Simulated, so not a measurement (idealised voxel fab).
Process module, titled voxel transistor to metal
cross-section cut | 300 nm wide | cells 5 nm
Bands, listed from the top down, are how a cross-section gets written in this document; the cross-section itself is a grid of square cells, and a band is one or more rows of them.
Band: top height; bottom height; in nm. Then, left to right: material with width in nm, for each material. "throughout": a single material spanning edge to edge. "empty": empty space.
Height 0 is the level under which the wafer as received is all one material. The lowest band goes on downwards, as in "0 down".
When a width is written as two numbers, as in "30 to 40", the first number is the width in the top row of cells of the band and the second is the width in its bottom row, and the width changes by the same amount from each row to the next.
Reading "stayed the same" for a step: not a cell of the cross-section changed in it.
The list in "Closed void register" covers empty spaces of 8 cells or more that cannot reach the top through any open way, and it gives each as width x height at distance; the distance is from the left edge, and width, height and distance are in nm.
It should be noted that, on the line of a given step, the content following the step's settings is a remark produced by the simulator itself with respect to that step.
Among the settings permitted on a step's line is "overlay nm"; applied to a step with a mask, it specifies the extent to which the mask lay to the right of its planned position, whereas a negative figure signifies a position to the left.
The following list gives the planned process steps
1 RECEIVE, material Si
2 OXIDIZE, depth nm 5
3 CONFORMAL_DEP, material SiN, thk nm 10
4 MASKED_ETCH, tone cover, mask id ACTIVE, width nm 115, pitch nm 135, etch materials SiN, depth nm 10, overlay nm 0
5 MASKED_ETCH, tone cover, mask id ACTIVE, width nm 115, pitch nm 135, etch materials SiO2, depth nm 5, overlay nm 0
6 MASKED_ETCH, tone cover, mask id ACTIVE, width nm 115, pitch nm 135, etch materials Si, depth nm 35, overlay nm 0
7 OXIDIZE, depth nm 5
8 FILL_DEP, material SiO2, thk nm 10
9 CMP, height nm 10
10 SELECTIVE_ETCH, etch materials SiO2, depth nm 5
11 STRIP, etch materials SiN
12 SELECTIVE_ETCH, etch materials SiO2, depth nm 5
13 OXIDIZE, depth nm 5
14 DIRECTIONAL_DEP, material polySi, thk nm 20
15 DIRECTIONAL_DEP, material SiCN, thk nm 15
16 DIRECTIONAL_DEP, material aC, thk nm 10
17 PATTERN, tone cover, mask id GATE, material resist, width nm 25, pitch nm 135, thk nm 30, overlay nm 0
18 DIRECTIONAL_ETCH, etch materials aC, depth nm 10
19 STRIP, etch materials resist
20 DIRECTIONAL_ETCH, etch materials SiCN, depth nm 25
21 DIRECTIONAL_ETCH, etch materials polySi, depth nm 30
22 STRIP, etch materials aC
23 CONFORMAL_DEP, material SiO2, thk nm 5
24 DIRECTIONAL_ETCH, etch materials SiO2, depth nm 5
25 CONFORMAL_DEP, material SiN, thk nm 5
26 DIRECTIONAL_ETCH, etch materials SiN, depth nm 5
27 DIRECTIONAL_ETCH, etch materials SiO2, depth nm 5
28 DIRECTIONAL_ETCH, etch materials Si, depth nm 10
29 EPI, material pSi, thk nm 10
30 FILL_DEP, material SiO2, thk nm 5
31 CMP, height nm 15
32 STRIP, etch materials polySi
33 SELECTIVE_ETCH, etch materials SiO2, depth nm 5
34 CONFORMAL_DEP, material HfO2, thk nm 5
35 CONFORMAL_DEP, material TiN, thk nm 5
36 FILL_DEP, material W, thk nm 10
37 CMP, height nm 10
38 DIRECTIONAL_DEP, material SiO2, thk nm 15
39 MASKED_ETCH, tone open, mask id CONTACT, width nm 15, etch materials SiO2, depth nm 35, overlay nm 0
40 CONFORMAL_DEP, material TiN, thk nm 5
41 FILL_DEP, material Ru, thk nm 10
42 CMP, height nm 25
43 DIRECTIONAL_DEP, material TiN, thk nm 5
44 DIRECTIONAL_DEP, material Ru, thk nm 25
45 MASKED_ETCH, tone cover, mask id METAL_1, width nm 15, etch materials Ru, depth nm 25, overlay nm 0
46 MASKED_ETCH, tone cover, mask id METAL_1, width nm 15, etch materials TiN, depth nm 5, overlay nm 0
47 FILL_DEP, material lowk, thk nm 5
48 CMP, height nm 55
49 CONFORMAL_DEP, material SiN, thk nm 5
Wafer at receipt (post step 1), cross-section
> 0 down = Si throughout
> Closed void register: none
Here's the wafer cut in cross-section after the module, started and planned just like above, except one thing was done wrong in the run
> 60 to 55 = SiN throughout
> 55 to 30 = 35 of lowk, 15 of Ru, 65 of lowk, 15 of Ru, 40 of lowk, 15 of Ru, 65 of lowk, 15 of Ru, 35 of lowk
> 30 to 25 = 35 of lowk, 15 of TiN, 65 of lowk, 15 of TiN, 40 of lowk, 15 of TiN, 65 of lowk, 15 of TiN, 35 of lowk
> 25 to 10 = 35 of SiO2, 5 of TiN, 5 of Ru, 5 of TiN, 65 of SiO2, 5 of TiN, 5 of Ru, 5 of TiN, 40 of SiO2, 5 of TiN, 5 of Ru, 5 of TiN, 65 of SiO2, 5 of TiN, 5 of Ru, 5 of TiN, 35 of SiO2
> 10 to 0 = 35 of SiO2, 5 of TiN, 5 of Ru, 5 of TiN, 10 of SiO2, 5 of SiN, 5 of TiN, 5 of HfO2, 15 of W, 5 of HfO2, 5 of TiN, 5 of SiN, 10 of SiO2, 5 of TiN, 5 of Ru, 5 of TiN, 40 of SiO2, 5 of TiN, 5 of Ru, 5 of TiN, 10 of SiO2, 5 of SiN, 5 of TiN, 5 of HfO2, 15 of W, 5 of HfO2, 5 of TiN, 5 of SiN, 10 of SiO2, 5 of TiN, 5 of Ru, 5 of TiN, 35 of SiO2
> 0 to -5 = 25 of SiO2, 5 of SiN, 5 of SiO2, 5 of TiN, 5 of Ru, 5 of TiN, 10 of pSi, 5 of SiN, 5 of TiN, 25 of HfO2, 5 of TiN, 5 of SiN, 10 of pSi, 5 of TiN, 5 of Ru, 5 of TiN, 5 of SiO2, 5 of SiN, 20 of SiO2, 5 of SiN, 5 of SiO2, 5 of TiN, 5 of Ru, 5 of TiN, 10 of pSi, 5 of SiN, 5 of TiN, 25 of HfO2, 5 of TiN, 5 of SiN, 10 of pSi, 5 of TiN, 5 of Ru, 5 of TiN, 5 of SiO2, 5 of SiN, 25 of SiO2
> -5 to -10 = 35 of SiO2, 15 of TiN, 10 of pSi, 5 of SiO2, 35 of TiN, 5 of SiO2, 10 of pSi, 15 of TiN, 40 of SiO2, 15 of TiN, 10 of pSi, 5 of SiO2, 35 of TiN, 5 of SiO2, 10 of pSi, 15 of TiN, 35 of SiO2
> -10 to -20 = 30 of SiO2, 30 of pSi, 45 of Si, 30 of pSi, 30 of SiO2, 30 of pSi, 45 of Si, 30 of pSi, 30 of SiO2
> -20 to -45 = 30 of SiO2, 105 of Si, 30 of SiO2, 105 of Si, 30 of SiO2
> -45 down = Si throughout
> Closed void register: none
So what did we get wrong on this run? sequence error: steps 34 and 35 interchanged
